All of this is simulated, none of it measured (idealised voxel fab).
Presented below is a process module, voxel self aligned vias.
We display cut, a cross-section 205 nm in width whose square cells are each 5 nm.
When this document writes out a cross-section, it uses a grid of square cells and lists it as bands, beginning at the top and moving down, with a band standing for one or more rows of cells. Per band: top height and bottom height in nm, followed by the left-to-right materials and their widths in nm; "all across" marks a single material spanning edge to edge, "air" marks empty space. A quick word on heights: they are counted from 0, and under that level the wafer as it came to us is one material throughout. The lowest band is different from the rest in having no bottom; it simply continues downward, written as in "0 -> down". The width entry "30->40" should be interpreted row by row: the top row of cells in the band takes the first number, the bottom row takes the second number, and the change between adjacent rows is uniform throughout. Step note "same as before" = no cross-section cell changed. Under "Closed void listing" you'll find the enclosed gaps, the ones with no way out to the top, that are 8 cells or bigger; each reads width x height at distance, with distance counted from the left edge, everything in nm. On a step's line, text after the settings is the simulator commenting on that step. overlay nm: mask offset rightward from planned place, masked step; negative means leftward offset.

The following list gives the planned process steps
1) RECEIVE | material Si
2) CONFORMAL_DEP | material SiO2 | thk nm 10
3) CONFORMAL_DEP | material SiCN | thk nm 5
4) DIRECTIONAL_DEP | material SiO2 | thk nm 25
5) PATTERN | tone open | mask id LINES | material resist | width nm 20 | pitch nm 65 | thk nm 20 | overlay nm 0
6) DIRECTIONAL_ETCH | etch materials SiO2 | depth nm 25
7) STRIP | etch materials resist
8) CONFORMAL_DEP | material TiN | thk nm 5
9) FILL_DEP | material W | thk nm 10
10) CMP | height nm 40
11) SELECTIVE_ETCH | etch materials W Ru TiN | depth nm 5
12) FILL_DEP | material SiN | thk nm 5
13) CMP | height nm 40
14) DIRECTIONAL_DEP | material SiO2 | thk nm 20
15) PATTERN | tone open | mask id VIAS | material resist | width nm 40 | pitch nm 130 | thk nm 20 | overlay nm 0
16) DIRECTIONAL_ETCH | etch materials SiO2 | depth nm 20
17) DIRECTIONAL_ETCH | etch materials SiN | depth nm 5
18) STRIP | etch materials resist
19) CONFORMAL_DEP | material TiN | thk nm 5
20) FILL_DEP | material Ru | thk nm 5
21) CMP | height nm 60
22) CONFORMAL_DEP | material SiN | thk nm 5

Step 1 complete: cross-section of the wafer as received
	0 -> down  Si all across
	Closed void listing: none

Same starting wafer, same plan as above, one mistake in the execution; this is the cross-section at the end of the module
	65 -> 60  SiN all across
	60 -> 40  15 nm SiO2, then 5 nm TiN, then 30 nm Ru, then 5 nm TiN, then 90 nm SiO2, then 5 nm TiN, then 30 nm Ru, then 5 nm TiN, then 20 nm SiO2
	40 -> 35  15 nm SiO2, then 40 nm TiN, then 35 nm SiO2, then 20 nm SiN, then 35 nm SiO2, then 40 nm TiN, then 20 nm SiO2
	35 -> 20  15 nm SiO2, then 15 nm TiN, then 10 nm W, then 15 nm TiN, then 35 nm SiO2, then 5 nm TiN, then 10 nm W, then 5 nm TiN, then 35 nm SiO2, then 15 nm TiN, then 10 nm W, then 15 nm TiN, then 20 nm SiO2
	20 -> 15  25 nm SiO2, then 20 nm TiN, then 45 nm SiO2, then 20 nm TiN, then 45 nm SiO2, then 20 nm TiN, then 30 nm SiO2
	15 -> 10  SiCN all across
	10 -> 0  SiO2 all across
	0 -> down  Si all across
	Closed void listing: none
What was the processing mistake? regarding the plan, step 16 was run twice
